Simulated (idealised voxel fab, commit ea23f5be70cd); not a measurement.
The process module that follows is named voxel gate over fins.
Displayed cross-section: cut, width of 290 nm, square cells sized 5 nm.
Square cells in a grid make up a cross-section in this document, and the grid is given as bands, listed from the top down, each one or more rows of cells.
Heads up on the band format: heights come first, top then bottom, in nm. After that it's the materials left to right, each with its width in nm. A single material flagged "all across" fills the whole band edge to edge, and "air" means there's empty space there.
All heights in this document are referenced to 0, defined as the level beneath which the wafer, as received, consists entirely of one material. The lowest band is not bounded below; it extends indefinitely downward and is written in the form "0 nm and below".
A width given as "30 to 40" starts at the first number in the band's top row and ends at the second number in its bottom row, shifting by an equal amount at every step from row to row.
"remained unchanged" means the step left every cell of the cross-section as it was.
"Enclosed void list" enumerates empty spaces isolated from the top, with no open way to it, that contain at least 8 cells, giving each as width x height at distance from the left edge, all three in nm.
Past the settings on a step's line: simulator remark, on that step.
A step's line can hold "overlay nm"; with a mask on that step, the setting says how far right of the planned place the mask lay, while a negative setting says it lay to the left.

STEPS IN THE PROCESS PLAN
step 1: RECEIVE [material Si]
step 2: CONFORMAL_DEP [material SiN] [thk nm 5]
step 3: MASKED_ETCH [tone cover] [mask id FINS] [width nm 15] [pitch nm 35] [etch materials SiN] [depth nm 5] [overlay nm 0]
step 4: MASKED_ETCH [tone cover] [mask id FINS] [width nm 15] [pitch nm 35] [etch materials Si] [depth nm 35] [overlay nm 0]
step 5: FILL_DEP [material SiO2] [thk nm 10]
step 6: CMP [height nm 5]
step 7: SELECTIVE_ETCH [etch materials SiO2] [depth nm 20]
step 8: STRIP [etch materials SiN]
step 9: CONFORMAL_DEP [material HfO2] [thk nm 5]
step 10: CONFORMAL_DEP [material TiN] [thk nm 5]
step 11: FILL_DEP [material W] [thk nm 10]
step 12: CMP [height nm 15]
step 13: CONFORMAL_DEP [material SiN] [thk nm 5]

RECEIVED-STATE CROSS-SECTION, REFLECTING COMPLETION OF STEP 1
- 0 nm and below: Si all across
- Enclosed void list: none

WAFER CROSS-SECTION AT MODULE END: FIRST OF TWO, RUN TO PLAN
- 20 nm to 15 nm: SiN all across
- 15 nm to 10 nm: W all across
- 10 nm to 5 nm: 90 W; 105 TiN; 95 W
- 5 nm to 0 nm: 90 W; 5 TiN; 25 HfO2; 10 TiN; 25 HfO2; 10 TiN; 25 HfO2; 5 TiN; 95 W
- 0 nm to -5 nm: 90 W; 5 TiN; 5 HfO2; 15 Si; 5 HfO2; 10 TiN; 5 HfO2; 15 Si; 5 HfO2; 10 TiN; 5 HfO2; 15 Si; 5 HfO2; 5 TiN; 95 W
- -5 nm to -10 nm: 95 TiN; 5 HfO2; 15 Si; 5 HfO2; 10 TiN; 5 HfO2; 15 Si; 5 HfO2; 10 TiN; 5 HfO2; 15 Si; 5 HfO2; 100 TiN
- -10 nm to -15 nm: 100 HfO2; 15 Si; 20 HfO2; 15 Si; 20 HfO2; 15 Si; 105 HfO2
- -15 nm to -35 nm: 100 SiO2; 15 Si; 20 SiO2; 15 Si; 20 SiO2; 15 Si; 105 SiO2
- -35 nm and below: Si all across
- Enclosed void list: none

END-OF-MODULE CROSS-SECTION OF THE SECOND WAFER: IDENTICAL STARTING POINT AND PROCESS PLAN TO THE FIRST, WITH ONE PROCESSING MISTAKE
- 20 nm to 15 nm: SiN all across
- 15 nm to 5 nm: W all across
- 5 nm to 0 nm: 95 W; 25 TiN; 10 W; 25 TiN; 10 W; 25 TiN; 100 W
- 0 nm to -10 nm: 95 W; 5 TiN; 15 Si; 5 TiN; 10 W; 5 TiN; 15 Si; 5 TiN; 10 W; 5 TiN; 15 Si; 5 TiN; 100 W
- -10 nm to -15 nm: 100 TiN; 15 Si; 20 TiN; 15 Si; 20 TiN; 15 Si; 105 TiN
- -15 nm to -35 nm: 100 SiO2; 15 Si; 20 SiO2; 15 Si; 20 SiO2; 15 Si; 105 SiO2
- -35 nm and below: Si all across
- Enclosed void list: none
Short version of what went wrong: step 9 in the plan did not get run; it was skipped
Final comparison by cell count, materials where the second wafer has more or fewer than the first: HfO2 -76, W +76
